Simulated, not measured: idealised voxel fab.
The following is a process module called voxel self aligned contacts.
For reference, the cross-section in this document is cut, with width 300 nm and square cells of 5 nm.
In this document a cross-section is written as a grid of square cells. It is given as a series of bands, listed from the top down, and a band is one or more rows of cells. Heads up on the band format: heights come first, top then bottom, in nm. After that it's the materials left to right, each with its width in nm. A single material flagged "all across" fills the whole band edge to edge, and "air" means there's empty space there. Basically, 0 is our baseline, since under it the wafer straight out of the box is all one material. The bottom band has no lower end and keeps on going down, so it looks like "0 and below". Quick explanation for "30->40": the width changes in equal steps down the rows of cells, from the first number in the band's top row to the second number in its bottom row. Reading "no modification" for a step: not a cell of the cross-section changed in it. The list in "Trapped voids" covers empty spaces of 8 cells or more that cannot reach the top through any open way, and it gives each as width x height at distance; the distance is from the left edge, and width, height and distance are in nm. Past the settings on a step's line: simulator remark, on that step. "overlay nm" denotes, for a step that has a mask, the displacement of the mask to the right of its planned place, with negative values corresponding to the left.
Process steps - plan
step 1: RECEIVE [material Si]
step 2: OXIDIZE [depth nm 5]
step 3: DIRECTIONAL_DEP [material polySi] [thk nm 25]
step 4: DIRECTIONAL_DEP [material SiN] [thk nm 25]
step 5: MASKED_ETCH [tone cover] [mask id GATE] [width nm 30] [pitch nm 75] [etch materials SiN] [depth nm 25] [overlay nm 0]
step 6: MASKED_ETCH [tone cover] [mask id GATE] [width nm 30] [pitch nm 75] [etch materials polySi] [depth nm 25] [overlay nm 0]
step 7: CONFORMAL_DEP [material SiN] [thk nm 10]
step 8: DIRECTIONAL_ETCH [etch materials SiN] [depth nm 10]
step 9: FILL_DEP [material SiO2] [thk nm 15]
step 10: CMP [height nm 55]
step 11: PATTERN [tone open] [mask id CONTACT] [material resist] [width nm 55] [pitch nm 75] [thk nm 15] [overlay nm 0]
step 12: DIRECTIONAL_ETCH [etch materials SiO2] [depth nm 60]
step 13: STRIP [etch materials resist]
step 14: CONFORMAL_DEP [material TiN] [thk nm 5]
step 15: FILL_DEP [material W] [thk nm 5]
step 16: CMP [height nm 55]
step 17: CONFORMAL_DEP [material SiN] [thk nm 5]
Wafer as received: cross-section following step 1
    0 and below | Si all across
    Trapped voids: none
The following cross-section depicts the wafer upon conclusion of the module. Processing commenced from the starting condition illustrated above and adhered to the plan illustrated above, save for one mistake in execution
    60 down to 55 | SiN all across
    55 down to 50 | SiO2: 50  SiN: 50  TiN: 5  W: 15  TiN: 5  SiN: 50  TiN: 5  W: 15  TiN: 5  SiN: 50  SiO2: 50
    50 down to 30 | SiO2: 50  SiN: 10  polySi: 30  SiN: 10  TiN: 5  W: 15  TiN: 5  SiN: 10  polySi: 30  SiN: 10  TiN: 5  W: 15  TiN: 5  SiN: 10  polySi: 30  SiN: 10  SiO2: 50
    30 down to 25 | SiO2: 50  SiN: 10  polySi: 30  SiN: 10  TiN: 25  SiN: 10  polySi: 30  SiN: 10  TiN: 25  SiN: 10  polySi: 30  SiN: 10  SiO2: 50
    25 down to 0 | polySi all across
    0 down to -5 | SiO2 all across
    -5 and below | Si all across
    Trapped voids: none
Short version of what went wrong: twice, step 3 of the plan was run
